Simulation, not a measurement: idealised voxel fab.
A process module follows: voxel gate over fins.
cross-section cut | 175 nm wide | cells 5 nm
How to read a cross-section here: the picture is a grid of square cells, written as bands going from the top down, and any band can span one or more rows of cells. Band: top and bottom heights (nm) first, top before bottom; then materials from left to right, widths in nm. "all across" marks a sole material filling the band edge to edge. "air" denotes empty space. Heights are reckoned from 0. Under this level, the received wafer is all of one material. The bottommost band is open-ended downward, for example "top 0, no bottom". A width such as "30..40" changes by the same amount from each row of cells to the next, from the band's top row to its bottom row. "nothing different" (step): cross-section cells unchanged, all of them. Any empty space of 8 cells or more lacking an open way to the top shows up in "Trapped cavities" as width x height at distance, distance from the left edge, in nm. Note: text after step settings on the step line = simulator remark on that step. Each step line may optionally specify "overlay nm", which for a step with a mask gives the rightward distance between the mask's planned place and where it lay, a negative value indicating the leftward direction.
### Planned process steps
1) RECEIVE,material Si
2) CONFORMAL_DEP,material SiN,thk nm 10
3) MASKED_ETCH,tone cover,mask id FINS,width nm 15,pitch nm 45,etch materials SiN,depth nm 10,overlay nm 0
4) MASKED_ETCH,tone cover,mask id FINS,width nm 15,pitch nm 45,etch materials Si,depth nm 30,overlay nm 0
5) OXIDIZE,depth nm 5
6) FILL_DEP,material SiO2,thk nm 5
7) CMP,height nm 10
8) SELECTIVE_ETCH,etch materials SiO2,depth nm 20
9) STRIP,etch materials SiN
10) CONFORMAL_DEP,material HfO2,thk nm 5
11) CONFORMAL_DEP,material TiN,thk nm 5
12) CONFORMAL_DEP,material TiAl,thk nm 5
13) CONFORMAL_DEP,material TiN,thk nm 5
14) FILL_DEP,material W,thk nm 10
15) CMP,height nm 25
16) CONFORMAL_DEP,material SiCN,thk nm 5
### Cross-section of the wafer at receipt, which is the condition after step 1
> top 0, no bottom: Si all across
> Trapped cavities: none
### The plan above was carried out on the starting structure above with one mistake, and this cross-section shows the wafer at the end of the module
> top 30, bottom 25: SiCN all across
> top 25, bottom 20: W all across
> top 20, bottom 15: 20 of W, 135 of TiN, 20 of W
> top 15, bottom 10: 15 of W, 10 of TiN, 35 of TiAl, 10 of TiN, 35 of TiAl, 10 of TiN, 35 of TiAl, 5 of TiN, 20 of W
> top 10, bottom 5: 20 of TiN, 10 of TiAl, 25 of TiN, 5 of TiAl, 5 of TiN, 10 of TiAl, 25 of TiN, 5 of TiAl, 5 of TiN, 10 of TiAl, 25 of TiN, 5 of TiAl, 25 of TiN
> top 5, bottom 0: 25 of TiAl, 10 of TiN, 15 of HfO2, 5 of TiN, 15 of TiAl, 10 of TiN, 15 of HfO2, 5 of TiN, 15 of TiAl, 10 of TiN, 15 of HfO2, 5 of TiN, 30 of TiAl
> top 0, bottom -5: 30 of TiN, 10 of HfO2, 5 of Si, 5 of HfO2, 25 of TiN, 10 of HfO2, 5 of Si, 5 of HfO2, 25 of TiN, 10 of HfO2, 5 of Si, 5 of HfO2, 35 of TiN
> top -5, bottom -10: 35 of HfO2, 10 of Si, 35 of HfO2, 10 of Si, 35 of HfO2, 10 of Si, 40 of HfO2
> top -10, bottom -35: 35 of SiO2, 10 of Si, 35 of SiO2, 10 of Si, 35 of SiO2, 10 of Si, 40 of SiO2
> top -35, no bottom: Si all across
> Trapped cavities: none
Heads up, the wafer didn't run the way we planned it: step 4 was processed under conditions differing from the plan, specifically as MASKED_ETCH,tone cover,mask id FINS,width nm 15,pitch nm 45,etch materials Si,depth nm 30,overlay nm -5
